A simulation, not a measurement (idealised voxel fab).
The process module that follows is named voxel fin reveal.
260 nm wide, 5 nm square cells: that's cross-section cut.
Reading order for cross-sections: top band down to bottom band. Underlying form: a grid of square cells. Band size: one or more rows of cells.
Read a band's entry like this: the first values are the height of its top and the height of its bottom in nm, and what follows is the sequence of materials from left to right, each with its width in nm. Note that "blank" is empty space, and that a single material marked "all across" reaches across the band from edge to edge.
We count height from 0. Below that, the starting wafer is all one material. The lowest band never ends at the bottom but goes on down; see "from 0 down" for how that is written.
A width such as "30 to 40" changes by the same amount from each row of cells to the next, from the band's top row to its bottom row.
What does "remained unchanged" mean for a step? It means no cell of the cross-section changed in that step.
Look at "Closed empty spaces" for the closed voids: empty spaces with no open path to the top, sized 8 cells or up. Each is width x height at distance, distance from the left edge, all nm.
Post-settings text on a step line: simulator's own remark regarding the step.
overlay nm, on a step with a mask: how far to the right of its planned place the mask lay; to the left if negative
The steps planned for the process are as follows:
1: op RECEIVE | material Si
2: op CONFORMAL_DEP | material SiN | thk nm 10
3: op PATTERN | tone cover | mask id FINS | material resist | width nm 15 | pitch nm 35 | thk nm 20 | overlay nm 0
4: op DIRECTIONAL_ETCH | etch materials SiN | depth nm 10
5: op DIRECTIONAL_ETCH | etch materials Si | depth nm 30
6: op STRIP | etch materials resist
7: op OXIDIZE | depth nm 5
8: op FILL_DEP | material SiO2 | thk nm 10
9: op CMP | height nm 10
10: op SELECTIVE_ETCH | etch materials SiO2 | depth nm 25
11: op STRIP | etch materials SiN
Cross-section of the wafer as it came to us, i.e., already through step 1:
  from 0 down | Si all across
  Closed empty spaces: none
Cross-sectional view of the first of the two wafers upon completion of the module, processed in accordance with the plan:
  from 0 to -15 | blank: 75, then Si: 5, then blank: 30, then Si: 5, then blank: 30, then Si: 5, then blank: 30, then Si: 5, then blank: 75
  from -15 to -35 | SiO2: 75, then Si: 5, then SiO2: 30, then Si: 5, then SiO2: 30, then Si: 5, then SiO2: 30, then Si: 5, then SiO2: 75
  from -35 down | Si all across
  Closed empty spaces: none
Now the second wafer, cross-sectioned at the end of the module. Nothing different at the start, nothing different in the plan compared with the first, just one mistake when it was actually run:
  from 0 to -15 | blank: 80, then Si: 5, then blank: 30, then Si: 5, then blank: 30, then Si: 5, then blank: 30, then Si: 5, then blank: 70
  from -15 to -35 | SiO2: 80, then Si: 5, then SiO2: 30, then Si: 5, then SiO2: 30, then Si: 5, then SiO2: 30, then Si: 5, then SiO2: 70
  from -35 down | Si all across
  Closed empty spaces: none
It is concluded that the wafer was processed incorrectly with respect to the plan, in that step 3 off recipe, ran as op PATTERN | tone cover | mask id FINS | material resist | width nm 15 | pitch nm 35 | thk nm 20 | overlay nm 5
Upon completion, the cell count for each material on the second wafer equals that on the first, whereas the spatial distribution of those cells differs.
